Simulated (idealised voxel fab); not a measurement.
This is a process module. Its name is voxel transistor to metal.
For reference, the cross-section in this document is cut, with width 195 nm and square cells of 5 nm.
Think of the cross-section as a grid of square cells. We describe it in bands, top to bottom, and each band covers one or more rows of those cells. Top height, bottom height, nm. Materials left to right, width each, nm. Single material + "everywhere" = fills band edge to edge. "air" = empty. Note: height 0 marks the level under which the wafer is uniformly one material as received. Lowest band unbounded below, written "top 0, no bottom". With a width like "30 to 40", each row of cells in the band differs from the next by the same amount, the top row carrying the first number and the bottom row the second. When a step is marked "no change occurred", none of the cells in the cross-section changed during that step. If an empty space has no open way to the top and is at least 8 cells in size, "Closed internal voids" lists it, written width x height at distance, where distance is measured from the left edge and every value is in nm. Heads up: the bit after the settings on a step's line is the simulator's remark on that step. The line of a step may include "overlay nm". On a step with a mask, this value is how far to the right of its planned place the mask lay. A negative value means the mask lay to the left.
List of planned process steps
step 1: RECEIVE,material Si
step 2: OXIDIZE,depth nm 5
step 3: CONFORMAL_DEP,material SiN,thk nm 15
step 4: MASKED_ETCH,tone cover,mask id ACTIVE,width nm 105,etch materials SiN,depth nm 15,overlay nm 0
step 5: MASKED_ETCH,tone cover,mask id ACTIVE,width nm 105,etch materials SiO2,depth nm 5,overlay nm 0
step 6: MASKED_ETCH,tone cover,mask id ACTIVE,width nm 105,etch materials Si,depth nm 25,overlay nm 0
step 7: FILL_DEP,material SiO2,thk nm 15
step 8: CMP,height nm 15
step 9: SELECTIVE_ETCH,etch materials SiO2,depth nm 5
step 10: STRIP,etch materials SiN
step 11: SELECTIVE_ETCH,etch materials SiO2,depth nm 5
step 12: OXIDIZE,depth nm 5
step 13: DIRECTIONAL_DEP,material polySi,thk nm 25
step 14: DIRECTIONAL_DEP,material SiCN,thk nm 10
step 15: MASKED_ETCH,tone cover,mask id GATE,width nm 15,etch materials SiCN,depth nm 20,overlay nm 0
step 16: MASKED_ETCH,tone cover,mask id GATE,width nm 15,etch materials polySi,depth nm 35,overlay nm 0
step 17: CONFORMAL_DEP,material SiO2,thk nm 5
step 18: DIRECTIONAL_ETCH,etch materials SiO2,depth nm 5
step 19: CONFORMAL_DEP,material SiN,thk nm 5
step 20: DIRECTIONAL_ETCH,etch materials SiN,depth nm 5
step 21: DIRECTIONAL_ETCH,etch materials SiO2,depth nm 5
step 22: DIRECTIONAL_ETCH,etch materials Si,depth nm 5
step 23: EPI,material SiGe,thk nm 10
step 24: FILL_DEP,material SiO2,thk nm 5
step 25: CMP,height nm 30
step 26: DIRECTIONAL_DEP,material SiO2,thk nm 10
step 27: DIRECTIONAL_DEP,material aC,thk nm 15
step 28: PATTERN,tone open,mask id CONTACT,material resist,width nm 35,pitch nm 60,thk nm 35,overlay nm 0
step 29: DIRECTIONAL_ETCH,etch materials aC,depth nm 15
step 30: STRIP,etch materials resist
step 31: DIRECTIONAL_ETCH,etch materials SiO2,depth nm 45
step 32: STRIP,etch materials aC
step 33: CONFORMAL_DEP,material TiN,thk nm 5
step 34: FILL_DEP,material Ru,thk nm 10
step 35: CMP,height nm 40
step 36: CONFORMAL_DEP,material SiN,thk nm 5
step 37: DIRECTIONAL_DEP,material lowk,thk nm 25
step 38: MASKED_ETCH,tone open,mask id METAL_1,width nm 20,pitch nm 75,etch materials lowk,depth nm 25,overlay nm -15
step 39: MASKED_ETCH,tone open,mask id METAL_1,width nm 20,pitch nm 75,etch materials SiN,depth nm 5,overlay nm 0
step 40: CONFORMAL_DEP,material TiN,thk nm 5
step 41: FILL_DEP,material W,thk nm 10
step 42: CMP,height nm 70
step 43: CONFORMAL_DEP,material SiCN,thk nm 5
The plan's step 38 overlay nm is the first wafer's value; the wafers differ in this setting and start identical.
As-received state after step 1, first of several wafers, cross-section
  top 0, no bottom  Si everywhere
  Closed internal voids: none
Every row in this table is a wafer at the end of the module, and it gives, for each of the materials, the cells that wafer has gained (+) or lost (-) since it was received, then its closed voids
overlay nm -15, +58 Ru, -162 Si, +45 SiCN, +32 SiGe, +55 SiN, +299 SiO2, +72 TiN, +16 W, +155 lowk, +15 polySi, Closed internal voids: none
overlay nm -10, +58 Ru, -162 Si, +45 SiCN, +32 SiGe, +53 SiN, +299 SiO2, +74 TiN, +16 W, +155 lowk, +15 polySi, Closed internal voids: none
overlay nm -5, +58 Ru, -162 Si, +45 SiCN, +32 SiGe, +51 SiN, +299 SiO2, +74 TiN, +18 W, +155 lowk, +15 polySi, Closed internal voids: none
overlay nm 0, +58 Ru, -162 Si, +45 SiCN, +32 SiGe, +49 SiN, +299 SiO2, +74 TiN, +20 W, +155 lowk, +15 polySi, Closed internal voids: none
overlay nm 5, +58 Ru, -162 Si, +45 SiCN, +32 SiGe, +51 SiN, +299 SiO2, +74 TiN, +18 W, +155 lowk, +15 polySi, Closed internal voids: none
overlay nm 10, +58 Ru, -162 Si, +45 SiCN, +32 SiGe, +53 SiN, +299 SiO2, +74 TiN, +16 W, +155 lowk, +15 polySi, Closed internal voids: none
overlay nm 15, +58 Ru, -162 Si, +45 SiCN, +32 SiGe, +55 SiN, +299 SiO2, +72 TiN, +16 W, +155 lowk, +15 polySi, Closed internal voids: none
